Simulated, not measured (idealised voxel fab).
process module | voxel released beams
cross-section cut | 290 nm wide | cells 5 nm
A cross-section is a grid of square cells, given in bands from the top down. A band is one or more rows of cells.
Each band's line starts with the height of the band's top and of its bottom, in nm. Then come its materials from left to right, each with its width in nm. One material with "throughout" fills the band from edge to edge. "air" is empty space.
Height 0 is the level under which the wafer as received is all one material. The lowest band goes on downwards, as in "0 down".
A width such as "30 to 40" changes by the same amount from each row of cells to the next, from the band's top row to its bottom row.
"no change" after a step means that no cell of the cross-section changed.
closed voids: empty space of 8 cells or more with no open way to the top, each as width x height at its distance from the left edge, in nm
after a step's settings: what the simulator itself notes on the step
overlay nm, on a step with a mask: how far to the right of its planned place the mask lay; to the left if negative
plan
1 op RECEIVE | material Si
2 op CONFORMAL_DEP | material SiN | thk nm 5
3 op DIRECTIONAL_DEP | material SiO2 | thk nm 10
4 op MASKED_ETCH | tone open | mask id ANCHOR | width nm 30 | etch materials SiO2 | depth nm 10 | overlay nm 0
5 op CONFORMAL_DEP | material TiN | thk nm 10
6 op MASKED_ETCH | tone cover | mask id BEAM | width nm 90 | etch materials TiN | depth nm 10 | overlay nm 0
7 op STRIP | etch materials SiO2
varied across the wafers: width nm of step 6. The plan shows the first wafer's value. All wafers start alike
first wafer as received, after step 1
  0 down: Si throughout
  closed voids: none
first wafer at the end, after step 7
  25 to 15: air 95 | TiN 10 | air 10 | TiN 70 | air 105
  15 to 5: air 95 | TiN 30 | air 165
  5 to 0: SiN throughout
  0 down: Si throughout
  closed voids: none
last wafer at the end
  25 to 15: air 85 | TiN 20 | air 10 | TiN 85 | air 90
  15 to 5: air 95 | TiN 30 | air 165
  5 to 0: SiN throughout
  0 down: Si throughout
  closed voids: none
each wafer at the end: cells of each material gained (+) or lost (-) since it was received, then its closed voids
width nm 90 | +58 SiN | +44 TiN | closed voids: none
width nm 95 | +58 SiN | +46 TiN | closed voids: none
width nm 100 | +58 SiN | +48 TiN | closed voids: none
width nm 105 | +58 SiN | +50 TiN | closed voids: none
width nm 110 | +58 SiN | +52 TiN | closed voids: none
width nm 115 | +58 SiN | +54 TiN | closed voids: none
